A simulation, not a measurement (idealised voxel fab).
The name of this process module is voxel wiring stack.
Xsec cut, 155 nm wide, square cell size 5 nm.
Cross-section spec: square-cell grid; bands listed top down; each band is one or more rows. Quick guide to a band line: top height, bottom height (nm) up front; then every material left to right with its width in nm. Only one material and it's marked "edge to edge"? Then it fills the band edge to edge. And "blank" just means empty space. Note: height 0 marks the level under which the wafer is uniformly one material as received. Lowest band unbounded below, written "0 and below". Note: "30->40" means the width goes from the first number (top row of the band) to the second number (bottom row) in equal steps per row of cells. What does "no change occurred" mean for a step? It means no cell of the cross-section changed in that step. "Enclosed void inventory" lists enclosed empty spaces (at least 8 cells, no open path upward to the top), each as width x height at distance from the left edge, in nm. If you see something after the settings on a step's line, that's the simulator's own remark about that step. overlay nm: how far to the right of its planned place the mask lay on this masked step (negative: to the left). Pairs ahead. Before: cross-section ahead of one process step. After: cross-section once the step is done, shown to the lowest changed band only. Under each pair: that step, with settings. Caution: pairs may come from different runs of this module on the same starting wafer; a pair follows the pair above only where its "Pre-step geometry" entry says so.
## Pre-step geometry
	70 down to 55 = blank 30  resist 20  blank 15  resist 20  blank 15  resist 20  blank 35
	55 down to 35 = blank 30  Ru 20  blank 15  Ru 20  blank 15  Ru 20  blank 35
	35 down to 30 = blank 30  TiN 20  blank 15  TiN 20  blank 15  TiN 20  blank 35
	30 down to 0 = SiO2 edge to edge
	0 and below = Si edge to edge
	Enclosed void inventory: none
## As Processed
	55 down to 35 = blank 30  Ru 20  blank 15  Ru 20  blank 15  Ru 20  blank 35
	Below a height of 35, the structure has not been altered.
	Enclosed void inventory: none
Step taken after the before cross-section and before the after cross-section above: STRIP with etch materials resist
Pre-step geometry: It is represented by the cross-section appearing after the step of the pair directly above.
## As Processed
	60 down to 55 = blank 25  SiN 30  blank 5  SiN 30  blank 5  SiN 30  blank 30
	55 down to 35 = blank 25  SiN 5  Ru 20  SiN 5  blank 5  SiN 5  Ru 20  SiN 5  blank 5  SiN 5  Ru 20  SiN 5  blank 30
	35 down to 30 = SiN 30  TiN 20  SiN 15  TiN 20  SiN 15  TiN 20  SiN 35
	Below a height of 30, the structure has not been altered.
	Enclosed void inventory: none
Step taken after the before cross-section and before the after cross-section above: CONFORMAL_DEP with material SiN, thk nm 5
Pre-step geometry: It is represented by the cross-section appearing after the step of the pair directly above.
## As Processed
	65 down to 60 = SiO2 edge to edge
	60 down to 55 = SiO2 25  SiN 30  SiO2 5  SiN 30  SiO2 5  SiN 30  SiO2 30
	55 down to 35 = SiO2 25  SiN 5  Ru 20  SiN 5  SiO2 5  SiN 5  Ru 20  SiN 5  SiO2 5  SiN 5  Ru 20  SiN 5  SiO2 30
	Below a height of 35, the structure has not been altered.
	Enclosed void inventory: none
Step taken after the before cross-section and before the after cross-section above: FILL_DEP with material SiO2, thk nm 5
Pre-step geometry: It is represented by the cross-section appearing after the step of the pair directly above.
## As Processed
	40 down to 35 = SiO2 25  SiN 5  Ru 20  SiN 5  SiO2 5  SiN 5  Ru 20  SiN 5  SiO2 5  SiN 5  Ru 20  SiN 5  SiO2 30
	Below a height of 35, the structure has not been altered.
	Enclosed void inventory: none
Step taken after the before cross-section and before the after cross-section above: CMP with height nm 40
Pre-step geometry: It is represented by the cross-section appearing after the step of the pair directly above.
## As Processed
	45 down to 40 = SiCN edge to edge
	Below a height of 40, the structure has not been altered.
	Enclosed void inventory: none
Step taken after the before cross-section and before the after cross-section above: CONFORMAL_DEP with material SiCN, thk nm 5
Pre-step geometry: It is represented by the cross-section appearing after the step of the pair directly above.
## As Processed
	55 down to 45 = SiO2 edge to edge
	Below a height of 45, the structure has not been altered.
	Enclosed void inventory: none
Step taken after the before cross-section and before the after cross-section above: DIRECTIONAL_DEP with material SiO2, thk nm 10
Pre-step geometry: It is represented by the cross-section appearing after the step of the pair directly above.
## As Processed
	70 down to 55 = resist 30  blank 15  resist 55  blank 15  resist 40
	Below a height of 55, the structure has not been altered.
	Enclosed void inventory: none
Step taken after the before cross-section and before the after cross-section above: PATTERN with tone open, mask id PLUG_1, material resist, width nm 15, pitch nm 70, thk nm 15, overlay nm 0
Pre-step geometry: It is represented by the cross-section appearing after the step of the pair directly above.
## As Processed
	70 down to 55 = resist 30  blank 15  resist 55  blank 15  resist 40
	55 down to 45 = SiO2 30  blank 15  SiO2 55  blank 15  SiO2 40
	Below a height of 45, the structure has not been altered.
	Enclosed void inventory: none
Step taken after the before cross-section and before the after cross-section above: DIRECTIONAL_ETCH with etch materials SiO2, depth nm 10
Pre-step geometry: It is represented by the cross-section appearing after the step of the pair directly above.
## As Processed
	70 down to 55 = resist 30  blank 15  resist 55  blank 15  resist 40
	55 down to 45 = SiO2 30  blank 15  SiO2 55  blank 15  SiO2 40
	45 down to 40 = SiCN 30  blank 15  SiCN 55  blank 15  SiCN 40
	Below a height of 40, the structure has not been altered.
	Enclosed void inventory: none
Step taken after the before cross-section and before the after cross-section above: DIRECTIONAL_ETCH with etch materials SiCN, depth nm 5
Pre-step geometry: It is represented by the cross-section appearing after the step of the pair directly above.
## As Processed
	55 down to 45 = SiO2 30  blank 15  SiO2 55  blank 15  SiO2 40
	Below a height of 45, the structure has not been altered.
	Enclosed void inventory: none
Step taken after the before cross-section and before the after cross-section above: STRIP with etch materials resist
Pre-step geometry: It is represented by the cross-section appearing after the step of the pair directly above.
## As Processed
	60 down to 55 = TiN 35  blank 5  TiN 65  blank 5  TiN 45
	55 down to 45 = SiO2 30  TiN 5  blank 5  TiN 5  SiO2 55  TiN 5  blank 5  TiN 5  SiO2 40
	45 down to 40 = SiCN 30  TiN 15  SiCN 55  TiN 15  SiCN 40
	Below a height of 40, the structure has not been altered.
	Enclosed void inventory: none
Step taken after the before cross-section and before the after cross-section above: CONFORMAL_DEP with material TiN, thk nm 5
Pre-step geometry: It is represented by the cross-section appearing after the step of the pair directly above.
## As Processed
	65 down to 60 = Cu edge to edge
	60 down to 55 = TiN 35  Cu 5  TiN 65  Cu 5  TiN 45
	55 down to 45 = SiO2 30  TiN 5  Cu 5  TiN 5  SiO2 55  TiN 5  Cu 5  TiN 5  SiO2 40
	Below a height of 45, the structure has not been altered.
	Enclosed void inventory: none
Step taken after the before cross-section and before the after cross-section above: FILL_DEP with material Cu, thk nm 5
Pre-step geometry: It is represented by the cross-section appearing after the step of the pair directly above.
## As Processed
	55 down to 45 = SiO2 30  TiN 5  Cu 5  TiN 5  SiO2 55  TiN 5  Cu 5  TiN 5  SiO2 40
	Below a height of 45, the structure has not been altered.
	Enclosed void inventory: none
Step taken after the before cross-section and before the after cross-section above: CMP with height nm 55
Pre-step geometry: It is represented by the cross-section appearing after the step of the pair directly above.
## As Processed
	60 down to 55 = SiN edge to edge
	Below a height of 55, the structure has not been altered.
	Enclosed void inventory: none
Step taken after the before cross-section and before the after cross-section above: CONFORMAL_DEP with material SiN, thk nm 5
Pre-step geometry: It is represented by the cross-section appearing after the step of the pair directly above.
## As Processed
	85 down to 60 = lowk edge to edge
	Below a height of 60, the structure has not been altered.
	Enclosed void inventory: none
Step taken after the before cross-section and before the after cross-section above: DIRECTIONAL_DEP with material lowk, thk nm 25
Pre-step geometry: It is represented by the cross-section appearing after the step of the pair directly above.
## As Processed
	100 down to 85 = aC edge to edge
	Below a height of 85, the structure has not been altered.
	Enclosed void inventory: none
Step taken after the before cross-section and before the after cross-section above: DIRECTIONAL_DEP with material aC, thk nm 15
Pre-step geometry: It is represented by the cross-section appearing after the step of the pair directly above.
## As Processed
	130 down to 100 = resist 30  blank 20  resist 15  blank 20  resist 15  blank 20  resist 35
	Below a height of 100, the structure has not been altered.
	Enclosed void inventory: none
Step taken after the before cross-section and before the after cross-section above: PATTERN with tone open, mask id METAL_2, material resist, width nm 20, pitch nm 35, thk nm 30, overlay nm 0
Pre-step geometry: It is represented by the cross-section appearing after the step of the pair directly above.
## As Processed
	115 down to 100 = resist 30  blank 20  resist 15  blank 20  resist 15  blank 20  resist 35
	100 down to 85 = aC 30  blank 20  aC 15  blank 20  aC 15  blank 20  aC 35
	Below a height of 85, the structure has not been altered.
	Enclosed void inventory: none
Step taken after the before cross-section and before the after cross-section above: DIRECTIONAL_ETCH with etch materials aC, depth nm 15
Pre-step geometry: It is represented by the cross-section appearing after the step of the pair directly above.
## As Processed
	100 down to 85 = aC 30  blank 20  aC 15  blank 20  aC 15  blank 20  aC 35
	Below a height of 85, the structure has not been altered.
	Enclosed void inventory: none
Step taken after the before cross-section and before the after cross-section above: STRIP with etch materials resist
Pre-step geometry: It is represented by the cross-section appearing after the step of the pair directly above.
## As Processed
	100 down to 85 = aC 30  blank 20  aC 15  blank 20  aC 15  blank 20  aC 35
	85 down to 60 = lowk 30  blank 20  lowk 15  blank 20  lowk 15  blank 20  lowk 35
	Below a height of 60, the structure has not been altered.
	Enclosed void inventory: none
Step taken after the before cross-section and before the after cross-section above: DIRECTIONAL_ETCH with etch materials lowk, depth nm 25
Pre-step geometry: It is represented by the cross-section appearing after the step of the pair directly above.
## As Processed
	100 down to 85 = aC 30  blank 20  aC 15  blank 20  aC 15  blank 20  aC 35
	85 down to 60 = lowk 30  blank 20  lowk 15  blank 20  lowk 15  blank 20  lowk 35
	60 down to 55 = SiN 30  blank 20  SiN 15  blank 20  SiN 15  blank 20  SiN 35
	Below a height of 55, the structure has not been altered.
	Enclosed void inventory: none
Step taken after the before cross-section and before the after cross-section above: DIRECTIONAL_ETCH with etch materials SiN, depth nm 5
Pre-step geometry: It is represented by the cross-section appearing after the step of the pair directly above.
## As Processed
	85 down to 60 = lowk 30  blank 20  lowk 15  blank 20  lowk 15  blank 20  lowk 35
	Below a height of 60, the structure has not been altered.
	Enclosed void inventory: none
Step taken after the before cross-section and before the after cross-section above: STRIP with etch materials aC
Pre-step geometry: It is represented by the cross-section appearing after the step of the pair directly above.
## As Processed
	90 down to 85 = TiN 35  blank 10  TiN 25  blank 10  TiN 25  blank 10  TiN 40
	85 down to 60 = lowk 30  TiN 5  blank 10  TiN 5  lowk 15  TiN 5  blank 10  TiN 5  lowk 15  TiN 5  blank 10  TiN 5  lowk 35
	60 down to 55 = SiN 30  TiN 20  SiN 15  TiN 20  SiN 15  TiN 20  SiN 35
	Below a height of 55, the structure has not been altered.
	Enclosed void inventory: none
Step taken after the before cross-section and before the after cross-section above: CONFORMAL_DEP with material TiN, thk nm 5
Pre-step geometry: It is represented by the cross-section appearing after the step of the pair directly above.
## As Processed
	100 down to 90 = Cu edge to edge
	90 down to 85 = TiN 35  Cu 10  TiN 25  Cu 10  TiN 25  Cu 10  TiN 40
	85 down to 60 = lowk 30  TiN 5  Cu 10  TiN 5  lowk 15  TiN 5  Cu 10  TiN 5  lowk 15  TiN 5  Cu 10  TiN 5  lowk 35
	Below a height of 60, the structure has not been altered.
	Enclosed void inventory: none
Step taken after the before cross-section and before the after cross-section above: FILL_DEP with material Cu, thk nm 10
Pre-step geometry: It is represented by the cross-section appearing after the step of the pair directly above.
## As Processed
	85 down to 60 = lowk 30  TiN 5  Cu 10  TiN 5  lowk 15  TiN 5  Cu 10  TiN 5  lowk 15  TiN 5  Cu 10  TiN 5  lowk 35
	Below a height of 60, the structure has not been altered.
	Enclosed void inventory: none
Step taken after the before cross-section and before the after cross-section above: CMP with height nm 85
Pre-step geometry: It is represented by the cross-section appearing after the step of the pair directly above.
## As Processed
	90 down to 85 = blank 25  Ru 30  blank 5  Ru 30  blank 5  Ru 30  blank 30
	Below a height of 85, the structure has not been altered.
	Enclosed void inventory: none
Step taken after the before cross-section and before the after cross-section above: EPI with material Ru, thk nm 5
Pre-step geometry: It is represented by the cross-section appearing after the step of the pair directly above.
## As Processed
	95 down to 90 = SiCN edge to edge
	90 down to 85 = SiCN 25  Ru 30  SiCN 5  Ru 30  SiCN 5  Ru 30  SiCN 30
	Below a height of 85, the structure has not been altered.
	Enclosed void inventory: none
Step taken after the before cross-section and before the after cross-section above: FILL_DEP with material SiCN, thk nm 5
Pre-step geometry: It is represented by the cross-section appearing after the step of the pair directly above.
## As Processed
	115 down to 95 = SiO2 edge to edge
	Below a height of 95, the structure has not been altered.
	Enclosed void inventory: none
Step taken after the before cross-section and before the after cross-section above: DIRECTIONAL_DEP with material SiO2, thk nm 20
Pre-step geometry: It is represented by the cross-section appearing after the step of the pair directly above.
## As Processed
	130 down to 115 = resist 30  blank 15  resist 20  blank 15  resist 20  blank 15  resist 40
	Below a height of 115, the structure has not been altered.
	Enclosed void inventory: none
Step taken after the before cross-section and before the after cross-section above: PATTERN with tone open, mask id PLUG_2, material resist, width nm 15, pitch nm 35, thk nm 15, overlay nm 0
Pre-step geometry: It is represented by the cross-section appearing after the step of the pair directly above.
## As Processed
	130 down to 115 = resist 30  blank 15  resist 20  blank 15  resist 20  blank 15  resist 40
	115 down to 95 = SiO2 30  blank 15  SiO2 20  blank 15  SiO2 20  blank 15  SiO2 40
	Below a height of 95, the structure has not been altered.
	Enclosed void inventory: none
Step taken after the before cross-section and before the after cross-section above: DIRECTIONAL_ETCH with etch materials SiO2, depth nm 20
Pre-step geometry: It is represented by the cross-section appearing after the step of the pair directly above.
## As Processed
	130 down to 115 = resist 30  blank 15  resist 20  blank 15  resist 20  blank 15  resist 40
	115 down to 95 = SiO2 30  blank 15  SiO2 20  blank 15  SiO2 20  blank 15  SiO2 40
	95 down to 90 = SiCN 30  blank 15  SiCN 20  blank 15  SiCN 20  blank 15  SiCN 40
	Below a height of 90, the structure has not been altered.
	Enclosed void inventory: none
Step taken after the before cross-section and before the after cross-section above: DIRECTIONAL_ETCH with etch materials SiCN, depth nm 5
Pre-step geometry: It is represented by the cross-section appearing after the step of the pair directly above.
## As Processed
	115 down to 95 = SiO2 30  blank 15  SiO2 20  blank 15  SiO2 20  blank 15  SiO2 40
	Below a height of 95, the structure has not been altered.
	Enclosed void inventory: none
Step taken after the before cross-section and before the after cross-section above: STRIP with etch materials resist
Pre-step geometry: It is represented by the cross-section appearing after the step of the pair directly above.
## As Processed
	115 down to 100 = SiO2 30  blank 15  SiO2 20  blank 15  SiO2 20  blank 15  SiO2 40
	100 down to 95 = SiO2 30  Ru 15  SiO2 20  Ru 15  SiO2 20  Ru 15  SiO2 40
	95 down to 85 = SiCN 30->25  Ru 15->30  SiCN 20->5  Ru 15->30  SiCN 20->5  Ru 15->30  SiCN 40->30
	Below a height of 85, the structure has not been altered.
	Enclosed void inventory: none
Step taken after the before cross-section and before the after cross-section above: EPI with material Ru, thk nm 10
Pre-step geometry: It is represented by the cross-section appearing after the step of the pair directly above.
## As Processed
	115 down to 110 = SiO2 30  blank 15  SiO2 20  blank 15  SiO2 20  blank 15  SiO2 40
	110 down to 95 = SiO2 30  Ru 15  SiO2 20  Ru 15  SiO2 20  Ru 15  SiO2 40
	Below a height of 95, the structure has not been altered.
	Enclosed void inventory: none
Step taken after the before cross-section and before the after cross-section above: EPI with material Ru, thk nm 10
Pre-step geometry: It is represented by the cross-section appearing after the step of the pair directly above.
## As Processed
	115 down to 95 = SiO2 30  Ru 15  SiO2 20  Ru 15  SiO2 20  Ru 15  SiO2 40
	Below a height of 95, the structure has not been altered.
	Enclosed void inventory: none
Step taken after the before cross-section and before the after cross-section above: EPI with material Ru, thk nm 5
Pre-step geometry: It is represented by the cross-section appearing after the step of the pair directly above.
## As Processed
	120 down to 115 = SiN edge to edge
	Below a height of 115, the structure has not been altered.
	Enclosed void inventory: none
Step taken after the before cross-section and before the after cross-section above: CONFORMAL_DEP with material SiN, thk nm 5
Pre-step geometry: It is represented by the cross-section appearing after the step of the pair directly above.
## As Processed
	135 down to 120 = lowk edge to edge
	Below a height of 120, the structure has not been altered.
	Enclosed void inventory: none
Step taken after the before cross-section and before the after cross-section above: DIRECTIONAL_DEP with material lowk, thk nm 15
Pre-step geometry: It is represented by the cross-section appearing after the step of the pair directly above.
## As Processed
	135 down to 120 = lowk 30  blank 20  lowk 15  blank 20  lowk 15  blank 20  lowk 35
	Below a height of 120, the structure has not been altered.
	Enclosed void inventory: none
Step taken after the before cross-section and before the after cross-section above: MASKED_ETCH with tone open, mask id METAL_3, width nm 20, pitch nm 35, etch materials lowk, depth nm 15, overlay nm 0
Pre-step geometry: It is represented by the cross-section appearing after the step of the pair directly above.
## As Processed
	135 down to 120 = lowk 30  blank 20  lowk 15  blank 20  lowk 15  blank 20  lowk 35
	120 down to 115 = SiN 30  blank 20  SiN 15  blank 20  SiN 15  blank 20  SiN 35
	Below a height of 115, the structure has not been altered.
	Enclosed void inventory: none
Step taken after the before cross-section and before the after cross-section above: MASKED_ETCH with tone open, mask id METAL_3, width nm 20, pitch nm 35, etch materials SiN, depth nm 5, overlay nm 0
Pre-step geometry: It is represented by the cross-section appearing after the step of the pair directly above.
## As Processed
	140 down to 135 = TiN 35  blank 10  TiN 25  blank 10  TiN 25  blank 10  TiN 40
	135 down to 120 = lowk 30  TiN 5  blank 10  TiN 5  lowk 15  TiN 5  blank 10  TiN 5  lowk 15  TiN 5  blank 10  TiN 5  lowk 35
	120 down to 115 = SiN 30  TiN 20  SiN 15  TiN 20  SiN 15  TiN 20  SiN 35
	Below a height of 115, the structure has not been altered.
	Enclosed void inventory: none
Step taken after the before cross-section and before the after cross-section above: CONFORMAL_DEP with material TiN, thk nm 5
Pre-step geometry: It is represented by the cross-section appearing after the step of the pair directly above.
## As Processed
	145 down to 140 = Cu edge to edge
	140 down to 135 = TiN 35  Cu 10  TiN 25  Cu 10  TiN 25  Cu 10  TiN 40
	135 down to 120 = lowk 30  TiN 5  Cu 10  TiN 5  lowk 15  TiN 5  Cu 10  TiN 5  lowk 15  TiN 5  Cu 10  TiN 5  lowk 35
	Below a height of 120, the structure has not been altered.
	Enclosed void inventory: none
Step taken after the before cross-section and before the after cross-section above: FILL_DEP with material Cu, thk nm 5
Pre-step geometry: It is represented by the cross-section appearing after the step of the pair directly above.
## As Processed
	135 down to 120 = lowk 30  TiN 5  Cu 10  TiN 5  lowk 15  TiN 5  Cu 10  TiN 5  lowk 15  TiN 5  Cu 10  TiN 5  lowk 35
	Below a height of 120, the structure has not been altered.
	Enclosed void inventory: none
Step taken after the before cross-section and before the after cross-section above: CMP with height nm 135
Pre-step geometry: It is represented by the cross-section appearing after the step of the pair directly above.
## As Processed
	140 down to 135 = SiN edge to edge
	Below a height of 135, the structure has not been altered.
	Enclosed void inventory: none
Step taken after the before cross-section and before the after cross-section above: CONFORMAL_DEP with material SiN, thk nm 5
## Pre-step geometry
	55 down to 45 = SiO2 30  TiN 5  Cu 5  TiN 5  SiO2 55  TiN 5  Cu 5  TiN 5  SiO2 40
	45 down to 40 = SiCN 30  TiN 15  SiCN 55  TiN 15  SiCN 40
	40 down to 20 = SiO2 25  SiN 5  Ru 20  SiN 5  SiO2 5  SiN 5  Ru 20  SiN 5  SiO2 5  SiN 5  Ru 20  SiN 5  SiO2 30
	20 down to 15 = SiN 30  TiN 20  SiN 15  TiN 20  SiN 15  TiN 20  SiN 35
	15 down to 0 = SiO2 edge to edge
	0 and below = Si edge to edge
	Enclosed void inventory: none
## As Processed
	80 down to 55 = lowk edge to edge
	Below a height of 55, the structure has not been altered.
	Enclosed void inventory: none
Step taken after the before cross-section and before the after cross-section above: DIRECTIONAL_DEP with material lowk, thk nm 25
Pre-step geometry: It is represented by the cross-section appearing after the step of the pair directly above.
## As Processed
	85 down to 80 = SiN edge to edge
	Below a height of 80, the structure has not been altered.
	Enclosed void inventory: none
Step taken after the before cross-section and before the after cross-section above: CONFORMAL_DEP with material SiN, thk nm 5
Pre-step geometry: It is represented by the cross-section appearing after the step of the pair directly above.
## As Processed
	100 down to 85 = aC edge to edge
	Below a height of 85, the structure has not been altered.
	Enclosed void inventory: none
Step taken after the before cross-section and before the after cross-section above: DIRECTIONAL_DEP with material aC, thk nm 15
Pre-step geometry: It is represented by the cross-section appearing after the step of the pair directly above.
## As Processed
	130 down to 100 = resist 30  blank 20  resist 15  blank 20  resist 15  blank 20  resist 35
	Below a height of 100, the structure has not been altered.
	Enclosed void inventory: none
Step taken after the before cross-section and before the after cross-section above: PATTERN with tone open, mask id METAL_2, material resist, width nm 20, pitch nm 35, thk nm 30, overlay nm 0
Pre-step geometry: It is represented by the cross-section appearing after the step of the pair directly above.
## As Processed
	115 down to 100 = resist 30  blank 20  resist 15  blank 20  resist 15  blank 20  resist 35
	100 down to 85 = aC 30  blank 20  aC 15  blank 20  aC 15  blank 20  aC 35
	Below a height of 85, the structure has not been altered.
	Enclosed void inventory: none
Step taken after the before cross-section and before the after cross-section above: DIRECTIONAL_ETCH with etch materials aC, depth nm 15
Pre-step geometry: It is represented by the cross-section appearing after the step of the pair directly above.
## As Processed
	100 down to 85 = aC 30  blank 20  aC 15  blank 20  aC 15  blank 20  aC 35
	Below a height of 85, the structure has not been altered.
	Enclosed void inventory: none
Step taken after the before cross-section and before the after cross-section above: STRIP with etch materials resist
Pre-step geometry: It is represented by the cross-section appearing after the step of the pair directly above.
## As Processed
	100 down to 85 = aC 30  blank 20  aC 15  blank 20  aC 15  blank 20  aC 35
	85 down to 80 = SiN 30  blank 20  SiN 15  blank 20  SiN 15  blank 20  SiN 35
	Below a height of 80, the structure has not been altered.
	Enclosed void inventory: none
Step taken after the before cross-section and before the after cross-section above: DIRECTIONAL_ETCH with etch materials SiN, depth nm 5
Pre-step geometry: It is represented by the cross-section appearing after the step of the pair directly above.
## As Processed
	85 down to 80 = SiN 30  blank 20  SiN 15  blank 20  SiN 15  blank 20  SiN 35
	Below a height of 80, the structure has not been altered.
	Enclosed void inventory: none
Step taken after the before cross-section and before the after cross-section above: STRIP with etch materials aC
Pre-step geometry: It is represented by the cross-section appearing after the step of the pair directly above.
## As Processed
	90 down to 85 = TiN 35  blank 10  TiN 25  blank 10  TiN 25  blank 10  TiN 40
	85 down to 80 = SiN 30  TiN 20  SiN 15  TiN 20  SiN 15  TiN 20  SiN 35
	Below a height of 80, the structure has not been altered.
	Enclosed void inventory: none
Step taken after the before cross-section and before the after cross-section above: CONFORMAL_DEP with material TiN, thk nm 5
Pre-step geometry: It is represented by the cross-section appearing after the step of the pair directly above.
## As Processed
	100 down to 90 = Cu edge to edge
	90 down to 85 = TiN 35  Cu 10  TiN 25  Cu 10  TiN 25  Cu 10  TiN 40
	Below a height of 85, the structure has not been altered.
	Enclosed void inventory: none
Step taken after the before cross-section and before the after cross-section above: FILL_DEP with material Cu, thk nm 10
Pre-step geometry: It is represented by the cross-section appearing after the step of the pair directly above.
## As Processed
	85 down to 80 = SiN 30  TiN 20  SiN 15  TiN 20  SiN 15  TiN 20  SiN 35
	Below a height of 80, the structure has not been altered.
	Enclosed void inventory: none
Step taken after the before cross-section and before the after cross-section above: CMP with height nm 85
Pre-step geometry: It is represented by the cross-section appearing after the step of the pair directly above.
## As Processed
	90 down to 85 = blank 25  Ru 30  blank 5  Ru 30  blank 5  Ru 30  blank 30
	Below a height of 85, the structure has not been altered.
	Enclosed void inventory: none
Step taken after the before cross-section and before the after cross-section above: EPI with material Ru, thk nm 5
Pre-step geometry: It is represented by the cross-section appearing after the step of the pair directly above.
## As Processed
	95 down to 90 = SiCN edge to edge
	90 down to 85 = SiCN 25  Ru 30  SiCN 5  Ru 30  SiCN 5  Ru 30  SiCN 30
	Below a height of 85, the structure has not been altered.
	Enclosed void inventory: none
Step taken after the before cross-section and before the after cross-section above: FILL_DEP with material SiCN, thk nm 5
Pre-step geometry: It is represented by the cross-section appearing after the step of the pair directly above.
## As Processed
	115 down to 95 = SiO2 edge to edge
	Below a height of 95, the structure has not been altered.
	Enclosed void inventory: none
Step taken after the before cross-section and before the after cross-section above: DIRECTIONAL_DEP with material SiO2, thk nm 20
Pre-step geometry: It is represented by the cross-section appearing after the step of the pair directly above.
## As Processed
	130 down to 115 = resist 30  blank 15  resist 20  blank 15  resist 20  blank 15  resist 40
	Below a height of 115, the structure has not been altered.
	Enclosed void inventory: none
Step taken after the before cross-section and before the after cross-section above: PATTERN with tone open, mask id PLUG_2, material resist, width nm 15, pitch nm 35, thk nm 15, overlay nm 0
Pre-step geometry: It is represented by the cross-section appearing after the step of the pair directly above.
## As Processed
	130 down to 115 = resist 30  blank 15  resist 20  blank 15  resist 20  blank 15  resist 40
	115 down to 95 = SiO2 30  blank 15  SiO2 20  blank 15  SiO2 20  blank 15  SiO2 40
	Below a height of 95, the structure has not been altered.
	Enclosed void inventory: none
Step taken after the before cross-section and before the after cross-section above: DIRECTIONAL_ETCH with etch materials SiO2, depth nm 20
Pre-step geometry: It is represented by the cross-section appearing after the step of the pair directly above.
## As Processed
	130 down to 115 = resist 30  blank 15  resist 20  blank 15  resist 20  blank 15  resist 40
	115 down to 95 = SiO2 30  blank 15  SiO2 20  blank 15  SiO2 20  blank 15  SiO2 40
	95 down to 90 = SiCN 30  blank 15  SiCN 20  blank 15  SiCN 20  blank 15  SiCN 40
	Below a height of 90, the structure has not been altered.
	Enclosed void inventory: none
Step taken after the before cross-section and before the after cross-section above: DIRECTIONAL_ETCH with etch materials SiCN, depth nm 5
Pre-step geometry: It is represented by the cross-section appearing after the step of the pair directly above.
## As Processed
	115 down to 95 = SiO2 30  blank 15  SiO2 20  blank 15  SiO2 20  blank 15  SiO2 40
	Below a height of 95, the structure has not been altered.
	Enclosed void inventory: none
Step taken after the before cross-section and before the after cross-section above: STRIP with etch materials resist
Pre-step geometry: It is represented by the cross-section appearing after the step of the pair directly above.
## As Processed
	115 down to 100 = SiO2 30  blank 15  SiO2 20  blank 15  SiO2 20  blank 15  SiO2 40
	100 down to 95 = SiO2 30  Ru 15  SiO2 20  Ru 15  SiO2 20  Ru 15  SiO2 40
	95 down to 85 = SiCN 30->25  Ru 15->30  SiCN 20->5  Ru 15->30  SiCN 20->5  Ru 15->30  SiCN 40->30
	Below a height of 85, the structure has not been altered.
	Enclosed void inventory: none
Step taken after the before cross-section and before the after cross-section above: EPI with material Ru, thk nm 10
Pre-step geometry: It is represented by the cross-section appearing after the step of the pair directly above.
## As Processed
	115 down to 110 = SiO2 30  blank 15  SiO2 20  blank 15  SiO2 20  blank 15  SiO2 40
	110 down to 95 = SiO2 30  Ru 15  SiO2 20  Ru 15  SiO2 20  Ru 15  SiO2 40
	Below a height of 95, the structure has not been altered.
	Enclosed void inventory: none
Step taken after the before cross-section and before the after cross-section above: EPI with material Ru, thk nm 10
Pre-step geometry: It is represented by the cross-section appearing after the step of the pair directly above.
## As Processed
	115 down to 95 = SiO2 30  Ru 15  SiO2 20  Ru 15  SiO2 20  Ru 15  SiO2 40
	Below a height of 95, the structure has not been altered.
	Enclosed void inventory: none
Step taken after the before cross-section and before the after cross-section above: EPI with material Ru, thk nm 5
Pre-step geometry: It is represented by the cross-section appearing after the step of the pair directly above.
## As Processed
	120 down to 115 = SiN edge to edge
	Below a height of 115, the structure has not been altered.
	Enclosed void inventory: none
Step taken after the before cross-section and before the after cross-section above: CONFORMAL_DEP with material SiN, thk nm 5
Pre-step geometry: It is represented by the cross-section appearing after the step of the pair directly above.
## As Processed
	135 down to 120 = lowk edge to edge
	Below a height of 120, the structure has not been altered.
	Enclosed void inventory: none
Step taken after the before cross-section and before the after cross-section above: DIRECTIONAL_DEP with material lowk, thk nm 15
Pre-step geometry: It is represented by the cross-section appearing after the step of the pair directly above.
## As Processed
	135 down to 120 = lowk 30  blank 20  lowk 15  blank 20  lowk 15  blank 20  lowk 35
	Below a height of 120, the structure has not been altered.
	Enclosed void inventory: none
Step taken after the before cross-section and before the after cross-section above: MASKED_ETCH with tone open, mask id METAL_3, width nm 20, pitch nm 35, etch materials lowk, depth nm 15, overlay nm 0
Pre-step geometry: It is represented by the cross-section appearing after the step of the pair directly above.
## As Processed
	135 down to 120 = lowk 30  blank 20  lowk 15  blank 20  lowk 15  blank 20  lowk 35
	120 down to 115 = SiN 30  blank 20  SiN 15  blank 20  SiN 15  blank 20  SiN 35
	Below a height of 115, the structure has not been altered.
	Enclosed void inventory: none
Step taken after the before cross-section and before the after cross-section above: MASKED_ETCH with tone open, mask id METAL_3, width nm 20, pitch nm 35, etch materials SiN, depth nm 5, overlay nm 0
Pre-step geometry: It is represented by the cross-section appearing after the step of the pair directly above.
## As Processed
	140 down to 135 = TiN 35  blank 10  TiN 25  blank 10  TiN 25  blank 10  TiN 40
	135 down to 120 = lowk 30  TiN 5  blank 10  TiN 5  lowk 15  TiN 5  blank 10  TiN 5  lowk 15  TiN 5  blank 10  TiN 5  lowk 35
	120 down to 115 = SiN 30  TiN 20  SiN 15  TiN 20  SiN 15  TiN 20  SiN 35
	Below a height of 115, the structure has not been altered.
	Enclosed void inventory: none
Step taken after the before cross-section and before the after cross-section above: CONFORMAL_DEP with material TiN, thk nm 5
Pre-step geometry: It is represented by the cross-section appearing after the step of the pair directly above.
## As Processed
	145 down to 140 = Cu edge to edge
	140 down to 135 = TiN 35  Cu 10  TiN 25  Cu 10  TiN 25  Cu 10  TiN 40
	135 down to 120 = lowk 30  TiN 5  Cu 10  TiN 5  lowk 15  TiN 5  Cu 10  TiN 5  lowk 15  TiN 5  Cu 10  TiN 5  lowk 35
	Below a height of 120, the structure has not been altered.
	Enclosed void inventory: none
Step taken after the before cross-section and before the after cross-section above: FILL_DEP with material Cu, thk nm 5
Pre-step geometry: It is represented by the cross-section appearing after the step of the pair directly above.
## As Processed
	135 down to 120 = lowk 30  TiN 5  Cu 10  TiN 5  lowk 15  TiN 5  Cu 10  TiN 5  lowk 15  TiN 5  Cu 10  TiN 5  lowk 35
	Below a height of 120, the structure has not been altered.
	Enclosed void inventory: none
Step taken after the before cross-section and before the after cross-section above: CMP with height nm 135
Pre-step geometry: It is represented by the cross-section appearing after the step of the pair directly above.
## As Processed
	140 down to 135 = SiN edge to edge
	Below a height of 135, the structure has not been altered.
	Enclosed void inventory: none
Step taken after the before cross-section and before the after cross-section above: CONFORMAL_DEP with material SiN, thk nm 5
